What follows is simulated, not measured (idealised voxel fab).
process module | voxel self aligned vias
cross-section cut | 190 nm wide | cells 5 nm
A cross-section is a grid of square cells, given in bands from the top down. A band is one or more rows of cells.
Each band's line starts with the height of the band's top and of its bottom, in nm. Then come its materials from left to right, each with its width in nm. One material with "throughout" fills the band from edge to edge. "air" is empty space.
Height 0 is the level under which the wafer as received is all one material. The lowest band goes on downwards, as in "0 down".
A width such as "30 to 40" changes by the same amount from each row of cells to the next, from the band's top row to its bottom row.
"no change" after a step means that no cell of the cross-section changed.
closed voids: empty space of 8 cells or more with no open way to the top, each as width x height at its distance from the left edge, in nm
after a step's settings: what the simulator itself notes on the step
overlay nm, on a step with a mask: how far to the right of its planned place the mask lay; to the left if negative
plan
1 op RECEIVE | material Si
2 op CONFORMAL_DEP | material SiO2 | thk nm 15
3 op CONFORMAL_DEP | material SiCN | thk nm 5
4 op DIRECTIONAL_DEP | material lowk | thk nm 25
5 op PATTERN | tone open | mask id LINES | material resist | width nm 30 | pitch nm 60 | thk nm 20 | overlay nm 0
6 op DIRECTIONAL_ETCH | etch materials lowk | depth nm 25
7 op STRIP | etch materials resist
8 op CONFORMAL_DEP | material TiN | thk nm 5
9 op FILL_DEP | material Ru | thk nm 10
10 op CMP | height nm 45
11 op SELECTIVE_ETCH | etch materials W Ru TiN | depth nm 10
12 op FILL_DEP | material SiN | thk nm 5
13 op CMP | height nm 45
14 op DIRECTIONAL_DEP | material lowk | thk nm 20
15 op PATTERN | tone open | mask id VIAS | material resist | width nm 40 | pitch nm 60 | thk nm 20 | overlay nm 0
16 op DIRECTIONAL_ETCH | etch materials lowk | depth nm 20
17 op DIRECTIONAL_ETCH | etch materials SiN | depth nm 10
18 op STRIP | etch materials resist
19 op CONFORMAL_DEP | material TiN | thk nm 5
20 op FILL_DEP | material Cu | thk nm 10
21 op CMP | height nm 65
22 op CONFORMAL_DEP | material SiN | thk nm 5
as received, after step 1
  0 down: Si throughout
  closed voids: none
a wafer at the end: this start, this plan, one mistake
  70 to 65: SiN throughout
  65 to 50: lowk 15 | TiN 5 | Cu 30 | TiN 5 | lowk 20 | TiN 5 | Cu 30 | TiN 5 | lowk 20 | TiN 5 | Cu 30 | TiN 5 | lowk 15
  50 to 45: lowk 15 | TiN 40 | lowk 20 | TiN 40 | lowk 20 | TiN 40 | lowk 15
  45 to 40: SiCN throughout
  40 to 15: lowk throughout
  15 to 0: SiO2 throughout
  0 down: Si throughout
  closed voids: none
what went wrong: steps 3 and 4 were swapped
